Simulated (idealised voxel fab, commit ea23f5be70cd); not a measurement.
process module | voxel transistor to metal
cross-section cut | 225 nm wide | cells 5 nm
A cross-section is a grid of square cells, given in bands from the top down. A band is one or more rows of cells.
Each band's line starts with the height of the band's top and of its bottom, in nm. Then come its materials from left to right, each with its width in nm. One material with "throughout" fills the band from edge to edge. "air" is empty space.
Height 0 is the level under which the wafer as received is all one material. The lowest band goes on downwards, as in "0 down".
A width such as "30 to 40" changes by the same amount from each row of cells to the next, from the band's top row to its bottom row.
"no change" after a step means that no cell of the cross-section changed.
closed voids: empty space of 8 cells or more with no open way to the top, each as width x height at its distance from the left edge, in nm
after a step's settings: what the simulator itself notes on the step
overlay nm, on a step with a mask: how far to the right of its planned place the mask lay; to the left if negative
plan
1 op RECEIVE | material Si
2 op CONFORMAL_DEP | material SiO2 | thk nm 5
3 op CONFORMAL_DEP | material SiN | thk nm 15
4 op MASKED_ETCH | tone cover | mask id ACTIVE | width nm 85 | pitch nm 110 | etch materials SiN | depth nm 15 | overlay nm 0
5 op MASKED_ETCH | tone cover | mask id ACTIVE | width nm 85 | pitch nm 110 | etch materials SiO2 | depth nm 5 | overlay nm 0
6 op MASKED_ETCH | tone cover | mask id ACTIVE | width nm 85 | pitch nm 110 | etch materials Si | depth nm 30 | overlay nm 0
7 op OXIDIZE | depth nm 5
8 op FILL_DEP | material SiO2 | thk nm 10
9 op CMP | height nm 20
10 op SELECTIVE_ETCH | etch materials SiO2 | depth nm 10
11 op STRIP | etch materials SiN
12 op SELECTIVE_ETCH | etch materials SiO2 | depth nm 5
13 op OXIDIZE | depth nm 5
14 op DIRECTIONAL_DEP | material polySi | thk nm 25
15 op DIRECTIONAL_DEP | material SiCN | thk nm 15
16 op DIRECTIONAL_DEP | material aC | thk nm 10
17 op PATTERN | tone cover | mask id GATE | material resist | width nm 15 | pitch nm 110 | thk nm 30 | overlay nm 0
18 op DIRECTIONAL_ETCH | etch materials aC | depth nm 10
19 op STRIP | etch materials resist
20 op DIRECTIONAL_ETCH | etch materials SiCN | depth nm 25
21 op DIRECTIONAL_ETCH | etch materials polySi | depth nm 35
22 op STRIP | etch materials aC
23 op CONFORMAL_DEP | material SiN | thk nm 5
24 op DIRECTIONAL_ETCH | etch materials SiN | depth nm 5
25 op DIRECTIONAL_ETCH | etch materials SiO2 | depth nm 5
26 op DIRECTIONAL_ETCH | etch materials Si | depth nm 15
27 op EPI | material pSi | thk nm 15
28 op FILL_DEP | material SiO2 | thk nm 10
29 op CMP | height nm 40
30 op DIRECTIONAL_DEP | material SiO2 | thk nm 15
31 op MASKED_ETCH | tone open | mask id CONTACT | width nm 15 | etch materials SiO2 | depth nm 60 | overlay nm 0
32 op CONFORMAL_DEP | material TiN | thk nm 5
33 op FILL_DEP | material W | thk nm 5
34 op CMP | height nm 55
35 op CONFORMAL_DEP | material SiCN | thk nm 5
36 op DIRECTIONAL_DEP | material SiO2 | thk nm 15
37 op MASKED_ETCH | tone open | mask id METAL_1 | width nm 15 | etch materials SiO2 | depth nm 15 | overlay nm 0
38 op MASKED_ETCH | tone open | mask id METAL_1 | width nm 15 | etch materials SiCN | depth nm 5 | overlay nm 0
39 op CONFORMAL_DEP | material TiN | thk nm 5
40 op FILL_DEP | material Ru | thk nm 10
41 op CMP | height nm 75
42 op CONFORMAL_DEP | material SiN | thk nm 5
as received, after step 1
  0 down: Si throughout
  closed voids: none
first wafer at the end, as planned
  80 to 75: SiN throughout
  75 to 60: SiO2 20 | TiN 5 | Ru 5 | TiN 5 | SiO2 45 | TiN 5 | Ru 5 | TiN 5 | SiO2 35 | TiN 5 | Ru 5 | TiN 5 | SiO2 45 | TiN 5 | Ru 5 | TiN 5 | SiO2 20
  60 to 55: SiCN 20 | TiN 15 | SiCN 45 | TiN 15 | SiCN 35 | TiN 15 | SiCN 45 | TiN 15 | SiCN 20
  55 to 40: SiO2 20 | TiN 5 | W 5 | TiN 5 | SiO2 45 | TiN 5 | W 5 | TiN 5 | SiO2 35 | TiN 5 | W 5 | TiN 5 | SiO2 45 | TiN 5 | W 5 | TiN 5 | SiO2 20
  40 to 25: SiO2 20 | TiN 5 | W 5 | TiN 5 | SiO2 10 | SiN 5 | SiCN 15 | SiN 5 | SiO2 10 | TiN 5 | W 5 | TiN 5 | SiO2 35 | TiN 5 | W 5 | TiN 5 | SiO2 10 | SiN 5 | SiCN 15 | SiN 5 | SiO2 10 | TiN 5 | W 5 | TiN 5 | SiO2 20
  25 to 15: SiO2 20 | TiN 5 | W 5 | TiN 5 | SiO2 10 | SiN 5 | polySi 15 | SiN 5 | SiO2 10 | TiN 5 | W 5 | TiN 5 | SiO2 35 | TiN 5 | W 5 | TiN 5 | SiO2 10 | SiN 5 | polySi 15 | SiN 5 | SiO2 10 | TiN 5 | W 5 | TiN 5 | SiO2 20
  15 to 10: SiO2 20 | TiN 15 | SiO2 10 | SiN 5 | polySi 15 | SiN 5 | SiO2 10 | TiN 15 | SiO2 35 | TiN 15 | SiO2 10 | SiN 5 | polySi 15 | SiN 5 | SiO2 10 | TiN 15 | SiO2 20
  10 to 5: SiO2 20 | TiN 10 | pSi 15 | SiN 5 | polySi 15 | SiN 5 | pSi 15 | TiN 10 | SiO2 35 | TiN 10 | pSi 15 | SiN 5 | polySi 15 | SiN 5 | pSi 15 | TiN 10 | SiO2 20
  5 to 0: SiO2 10 | SiN 5 | SiO2 5 | TiN 10 | pSi 15 | SiN 5 | polySi 15 | SiN 5 | pSi 15 | TiN 10 | SiO2 5 | SiN 5 | SiO2 15 | SiN 5 | SiO2 5 | TiN 10 | pSi 15 | SiN 5 | polySi 15 | SiN 5 | pSi 15 | TiN 10 | SiO2 5 | SiN 5 | SiO2 10
  0 to -5: SiO2 20 | TiN 10 | pSi 15 | SiO2 25 | pSi 15 | TiN 10 | SiO2 35 | TiN 10 | pSi 15 | SiO2 25 | pSi 15 | TiN 10 | SiO2 20
  -5 to -20: SiO2 20 | pSi 25 | Si 25 | pSi 25 | SiO2 35 | pSi 25 | Si 25 | pSi 25 | SiO2 20
  -20 to -35: SiO2 20 | Si 75 | SiO2 35 | Si 75 | SiO2 20
  -35 down: Si throughout
  closed voids: none
second wafer at the end: like start, like plan, one mistake
  80 to 75: SiN throughout
  75 to 60: SiO2 20 | TiN 5 | Ru 5 | TiN 5 | SiO2 45 | TiN 5 | Ru 5 | TiN 5 | SiO2 35 | TiN 5 | Ru 5 | TiN 5 | SiO2 45 | TiN 5 | Ru 5 | TiN 5 | SiO2 20
  60 to 55: SiCN 20 | TiN 15 | SiCN 45 | TiN 15 | SiCN 35 | TiN 15 | SiCN 45 | TiN 15 | SiCN 20
  55 to 40: SiO2 20 | TiN 5 | W 5 | TiN 5 | SiO2 45 | TiN 5 | W 5 | TiN 5 | SiO2 35 | TiN 5 | W 5 | TiN 5 | SiO2 45 | TiN 5 | W 5 | TiN 5 | SiO2 20
  40 to 20: SiO2 20 | TiN 5 | W 5 | TiN 5 | SiO2 10 | SiN 5 | SiCN 15 | SiN 5 | SiO2 10 | TiN 5 | W 5 | TiN 5 | SiO2 35 | TiN 5 | W 5 | TiN 5 | SiO2 10 | SiN 5 | SiCN 15 | SiN 5 | SiO2 10 | TiN 5 | W 5 | TiN 5 | SiO2 20
  20 to 15: SiCN 10 | SiN 5 | SiO2 5 | TiN 15 | SiO2 10 | SiN 5 | SiCN 15 | SiN 5 | SiO2 10 | TiN 15 | SiO2 5 | SiN 5 | SiCN 15 | SiN 5 | SiO2 5 | TiN 15 | SiO2 10 | SiN 5 | SiCN 15 | SiN 5 | SiO2 10 | TiN 15 | SiO2 5 | SiN 5 | SiCN 10
  15 to 5: SiCN throughout
  5 to 0: SiO2 10 | SiCN 95 | SiO2 15 | SiCN 95 | SiO2 10
  0 to -5: SiO2 throughout
  -5 to -35: SiO2 20 | Si 75 | SiO2 35 | Si 75 | SiO2 20
  -35 down: Si throughout
  closed voids: none
what went wrong: step 14 ran as: op DIRECTIONAL_DEP | material SiCN | thk nm 25
at the end the second wafer has, in cells: 60 more of Si | 147 more of SiCN | 12 fewer of SiN | 33 fewer of SiO2 | 32 fewer of TiN | 4 fewer of W | 96 fewer of pSi | 30 fewer of polySi
